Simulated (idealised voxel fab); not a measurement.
Process module heading - voxel capacitor over wiring
Pictured: cross-section cut, 280 nm wide, on a grid of 5 nm square cells.
If you're reading a cross-section in this doc, picture square cells in a grid; it comes to you as bands, top ones listed first down to the bottom, and a band can be one or more rows of cells. Band entry format. Leading values: height of top, height of bottom, nm. Remainder: materials in left-to-right order, each with its width in nm. Special words: "full width" on a single material, which then fills the band edge to edge; "air", empty space. Basically, 0 is our baseline, since under it the wafer straight out of the box is all one material. The bottom band has no lower end and keeps on going down, so it looks like "0 -> down". The notation "30->40" denotes a width that varies across the rows of cells in the band, beginning at the first number in the top row, finishing at the second number in the bottom row, and changing by an identical amount from each row to the next. Key: "no alteration" - step with no changed cell in the cross-section. Closed empty spaces (no open way to the top) of 8 cells or more are what "Closed void catalog" lists, each as width x height at distance from the left edge, nm for all three. Read whatever lies past the settings on a step's line as the simulator's own remark about the step. If you see "overlay nm" on a step's line and that step has a mask, it's telling you how far right of where it was planned the mask ended up; a negative number means it went left instead.
-- The planned process steps are enumerated hereunder
1 RECEIVE | material Si
2 CONFORMAL_DEP | material SiO2 | thk nm 15
3 CONFORMAL_DEP | material SiCN | thk nm 5
4 DIRECTIONAL_DEP | material lowk | thk nm 15
5 MASKED_ETCH | tone open | mask id METAL_1 | width nm 25 | pitch nm 90 | etch materials lowk | depth nm 15 | overlay nm 0
6 MASKED_ETCH | tone open | mask id METAL_1 | width nm 25 | pitch nm 90 | etch materials SiCN | depth nm 5 | overlay nm 0
7 CONFORMAL_DEP | material TiN | thk nm 5
8 FILL_DEP | material Cu | thk nm 5
9 CMP | height nm 35
10 CONFORMAL_DEP | material SiCN | thk nm 5
11 DIRECTIONAL_DEP | material SiO2 | thk nm 20
12 MASKED_ETCH | tone open | mask id PLUG_1 | width nm 15 | etch materials SiO2 | depth nm 20 | overlay nm 0
13 MASKED_ETCH | tone open | mask id PLUG_1 | width nm 15 | etch materials SiCN | depth nm 5 | overlay nm 0
14 EPI | material Ru | thk nm 10
15 EPI | material Ru | thk nm 10
16 EPI | material Ru | thk nm 5
17 DIRECTIONAL_DEP | material TiN | thk nm 10
18 DIRECTIONAL_DEP | material Al2O3 | thk nm 5
19 DIRECTIONAL_DEP | material TiN | thk nm 5
20 PATTERN | tone cover | mask id UPPER_PLATE | material resist | width nm 70 | thk nm 15 | overlay nm 0
21 DIRECTIONAL_ETCH | etch materials TiN | depth nm 5
22 DIRECTIONAL_ETCH | etch materials Al2O3 | depth nm 5
23 STRIP | etch materials resist
24 MASKED_ETCH | tone cover | mask id LOWER_PLATE | width nm 80 | etch materials TiN | depth nm 10 | overlay nm 0
25 FILL_DEP | material SiO2 | thk nm 20
26 CMP | height nm 95
27 PATTERN | tone open | mask id PLUG_2 | material resist | width nm 15 | thk nm 20 | overlay nm 0
28 DIRECTIONAL_ETCH | etch materials SiO2 | depth nm 15
29 STRIP | etch materials resist
30 CONFORMAL_DEP | material TiN | thk nm 5
31 FILL_DEP | material W | thk nm 10
32 CMP | height nm 95
33 CONFORMAL_DEP | material SiCN | thk nm 5
-- What follows covers the first of two wafers; it ran as planned
-- Received-state cross-section, reflecting completion of step 1
	0 -> down | Si full width
	Closed void catalog: none
-- State of the wafer after step 2, shown in cross-section
	15 -> 0 | SiO2 full width
	For the remainder of the cross-section, below 0, there is no change.
-- State of the wafer after step 3, shown in cross-section
	20 -> 15 | SiCN full width
	For the remainder of the cross-section, below 15, there is no change.
-- State of the wafer after step 4, shown in cross-section
	35 -> 20 | lowk full width
	For the remainder of the cross-section, below 20, there is no change.
-- State of the wafer after step 5, shown in cross-section
	35 -> 20 | 80 of lowk, then 25 of air, then 65 of lowk, then 25 of air, then 85 of lowk
	For the remainder of the cross-section, below 20, there is no change.
-- State of the wafer after step 6, shown in cross-section
	35 -> 20 | 80 of lowk, then 25 of air, then 65 of lowk, then 25 of air, then 85 of lowk
	20 -> 15 | 80 of SiCN, then 25 of air, then 65 of SiCN, then 25 of air, then 85 of SiCN
	For the remainder of the cross-section, below 15, there is no change.
-- State of the wafer after step 7, shown in cross-section
	40 -> 35 | 85 of TiN, then 15 of air, then 75 of TiN, then 15 of air, then 90 of TiN
	35 -> 20 | 80 of lowk, then 5 of TiN, then 15 of air, then 5 of TiN, then 65 of lowk, then 5 of TiN, then 15 of air, then 5 of TiN, then 85 of lowk
	20 -> 15 | 80 of SiCN, then 25 of TiN, then 65 of SiCN, then 25 of TiN, then 85 of SiCN
	For the remainder of the cross-section, below 15, there is no change.
-- State of the wafer after step 8, shown in cross-section
	45 -> 40 | Cu full width
	40 -> 35 | 85 of TiN, then 15 of Cu, then 75 of TiN, then 15 of Cu, then 90 of TiN
	35 -> 20 | 80 of lowk, then 5 of TiN, then 15 of Cu, then 5 of TiN, then 65 of lowk, then 5 of TiN, then 15 of Cu, then 5 of TiN, then 85 of lowk
	For the remainder of the cross-section, below 20, there is no change.
-- State of the wafer after step 9, shown in cross-section
	35 -> 20 | 80 of lowk, then 5 of TiN, then 15 of Cu, then 5 of TiN, then 65 of lowk, then 5 of TiN, then 15 of Cu, then 5 of TiN, then 85 of lowk
	For the remainder of the cross-section, below 20, there is no change.
-- State of the wafer after step 10, shown in cross-section
	40 -> 35 | SiCN full width
	For the remainder of the cross-section, below 35, there is no change.
-- State of the wafer after step 11, shown in cross-section
	60 -> 40 | SiO2 full width
	For the remainder of the cross-section, below 40, there is no change.
-- State of the wafer after step 12, shown in cross-section
	60 -> 40 | 90 of SiO2, then 15 of air, then 175 of SiO2
	For the remainder of the cross-section, below 40, there is no change.
-- State of the wafer after step 13, shown in cross-section
	60 -> 40 | 90 of SiO2, then 15 of air, then 175 of SiO2
	40 -> 35 | 90 of SiCN, then 15 of air, then 175 of SiCN
	For the remainder of the cross-section, below 35, there is no change.
-- State of the wafer after step 14, shown in cross-section
	60 -> 45 | 90 of SiO2, then 15 of air, then 175 of SiO2
	45 -> 40 | 90 of SiO2, then 15 of Ru, then 175 of SiO2
	40 -> 35 | 90 of SiCN, then 15 of Ru, then 175 of SiCN
	For the remainder of the cross-section, below 35, there is no change.
-- State of the wafer after step 15, shown in cross-section
	60 -> 55 | 90 of SiO2, then 15 of air, then 175 of SiO2
	55 -> 40 | 90 of SiO2, then 15 of Ru, then 175 of SiO2
	For the remainder of the cross-section, below 40, there is no change.
-- State of the wafer after step 16, shown in cross-section
	60 -> 40 | 90 of SiO2, then 15 of Ru, then 175 of SiO2
	For the remainder of the cross-section, below 40, there is no change.
-- State of the wafer after step 17, shown in cross-section
	70 -> 60 | TiN full width
	For the remainder of the cross-section, below 60, there is no change.
-- State of the wafer after step 18, shown in cross-section
	75 -> 70 | Al2O3 full width
	For the remainder of the cross-section, below 70, there is no change.
-- State of the wafer after step 19, shown in cross-section
	80 -> 75 | TiN full width
	For the remainder of the cross-section, below 75, there is no change.
-- State of the wafer after step 20, shown in cross-section
	95 -> 80 | 90 of air, then 70 of resist, then 120 of air
	For the remainder of the cross-section, below 80, there is no change.
-- State of the wafer after step 21, shown in cross-section
	95 -> 80 | 90 of air, then 70 of resist, then 120 of air
	80 -> 75 | 90 of air, then 70 of TiN, then 120 of air
	For the remainder of the cross-section, below 75, there is no change.
-- State of the wafer after step 22, shown in cross-section
	95 -> 80 | 90 of air, then 70 of resist, then 120 of air
	80 -> 75 | 90 of air, then 70 of TiN, then 120 of air
	75 -> 70 | 90 of air, then 70 of Al2O3, then 120 of air
	For the remainder of the cross-section, below 70, there is no change.
-- State of the wafer after step 23, shown in cross-section
	80 -> 75 | 90 of air, then 70 of TiN, then 120 of air
	For the remainder of the cross-section, below 75, there is no change.
-- State of the wafer after step 24, shown in cross-section
	80 -> 75 | 90 of air, then 70 of TiN, then 120 of air
	75 -> 70 | 90 of air, then 70 of Al2O3, then 120 of air
	70 -> 60 | 85 of air, then 80 of TiN, then 115 of air
	For the remainder of the cross-section, below 60, there is no change.
-- State of the wafer after step 25, shown in cross-section
	100 -> 80 | SiO2 full width
	80 -> 75 | 90 of SiO2, then 70 of TiN, then 120 of SiO2
	75 -> 70 | 90 of SiO2, then 70 of Al2O3, then 120 of SiO2
	70 -> 60 | 85 of SiO2, then 80 of TiN, then 115 of SiO2
	For the remainder of the cross-section, below 60, there is no change.
-- State of the wafer after step 26, shown in cross-section
	95 -> 80 | SiO2 full width
	For the remainder of the cross-section, below 80, there is no change.
-- State of the wafer after step 27, shown in cross-section
	115 -> 95 | 100 of resist, then 15 of air, then 165 of resist
	For the remainder of the cross-section, below 95, there is no change.
-- State of the wafer after step 28, shown in cross-section
	115 -> 95 | 100 of resist, then 15 of air, then 165 of resist
	95 -> 80 | 100 of SiO2, then 15 of air, then 165 of SiO2
	For the remainder of the cross-section, below 80, there is no change.
-- State of the wafer after step 29, shown in cross-section
	95 -> 80 | 100 of SiO2, then 15 of air, then 165 of SiO2
	For the remainder of the cross-section, below 80, there is no change.
-- State of the wafer after step 30, shown in cross-section
	100 -> 95 | 105 of TiN, then 5 of air, then 170 of TiN
	95 -> 85 | 100 of SiO2, then 5 of TiN, then 5 of air, then 5 of TiN, then 165 of SiO2
	85 -> 75 | 100->90 of SiO2, then 15->70 of TiN, then 165->120 of SiO2
	For the remainder of the cross-section, below 75, there is no change.
-- State of the wafer after step 31, shown in cross-section
	110 -> 100 | W full width
	100 -> 95 | 105 of TiN, then 5 of W, then 170 of TiN
	95 -> 85 | 100 of SiO2, then 5 of TiN, then 5 of W, then 5 of TiN, then 165 of SiO2
	For the remainder of the cross-section, below 85, there is no change.
-- State of the wafer after step 32, shown in cross-section
	95 -> 85 | 100 of SiO2, then 5 of TiN, then 5 of W, then 5 of TiN, then 165 of SiO2
	For the remainder of the cross-section, below 85, there is no change.
-- State of the wafer after step 33, shown in cross-section
	100 -> 95 | SiCN full width
	For the remainder of the cross-section, below 95, there is no change.
-- Companion wafer, the second of two: same beginning, same intended sequence, one mistake in carrying it out; through step 23 inclusive it tracks the first exactly
-- Look at the second wafer in cross-section at the time step 24 ought to have finished
	80 -> 75 | 90 of air, then 70 of TiN, then 120 of air
	75 -> 70 | 90 of air, then 70 of Al2O3, then 120 of air
	70 -> 60 | 80 of air, then 90 of TiN, then 110 of air
	For the remainder of the cross-section, below 60, there is no change.
-- Look at the second wafer in cross-section at the time step 25 ought to have finished
	100 -> 80 | SiO2 full width
	80 -> 75 | 90 of SiO2, then 70 of TiN, then 120 of SiO2
	75 -> 70 | 90 of SiO2, then 70 of Al2O3, then 120 of SiO2
	70 -> 60 | 80 of SiO2, then 90 of TiN, then 110 of SiO2
	For the remainder of the cross-section, below 60, there is no change.
-- Look at the second wafer in cross-section at the time step 26 ought to have finished
	95 -> 80 | SiO2 full width
	For the remainder of the cross-section, below 80, there is no change.
-- Look at the second wafer in cross-section at the time step 27 ought to have finished
	115 -> 95 | 100 of resist, then 15 of air, then 165 of resist
	For the remainder of the cross-section, below 95, there is no change.
-- Look at the second wafer in cross-section at the time step 28 ought to have finished
	115 -> 95 | 100 of resist, then 15 of air, then 165 of resist
	95 -> 80 | 100 of SiO2, then 15 of air, then 165 of SiO2
	For the remainder of the cross-section, below 80, there is no change.
-- Look at the second wafer in cross-section at the time step 29 ought to have finished
	95 -> 80 | 100 of SiO2, then 15 of air, then 165 of SiO2
	For the remainder of the cross-section, below 80, there is no change.
-- Look at the second wafer in cross-section at the time step 30 ought to have finished
	100 -> 95 | 105 of TiN, then 5 of air, then 170 of TiN
	95 -> 85 | 100 of SiO2, then 5 of TiN, then 5 of air, then 5 of TiN, then 165 of SiO2
	85 -> 75 | 100->90 of SiO2, then 15->70 of TiN, then 165->120 of SiO2
	For the remainder of the cross-section, below 75, there is no change.
-- Look at the second wafer in cross-section at the time step 31 ought to have finished
	110 -> 100 | W full width
	100 -> 95 | 105 of TiN, then 5 of W, then 170 of TiN
	95 -> 85 | 100 of SiO2, then 5 of TiN, then 5 of W, then 5 of TiN, then 165 of SiO2
	For the remainder of the cross-section, below 85, there is no change.
-- Look at the second wafer in cross-section at the time step 32 ought to have finished
	95 -> 85 | 100 of SiO2, then 5 of TiN, then 5 of W, then 5 of TiN, then 165 of SiO2
	For the remainder of the cross-section, below 85, there is no change.
-- Look at the second wafer in cross-section at the time step 33 ought to have finished
	100 -> 95 | SiCN full width
	For the remainder of the cross-section, below 95, there is no change.
The mistake made against the process plan was this: step 24, actual vs plan mismatch, actual run MASKED_ETCH | tone cover | mask id LOWER_PLATE | width nm 90 | etch materials TiN | depth nm 10 | overlay nm 0
Final difference in cells, second wafer against first, listed per material as more or fewer: 4 fewer of SiO2, 4 more of TiN
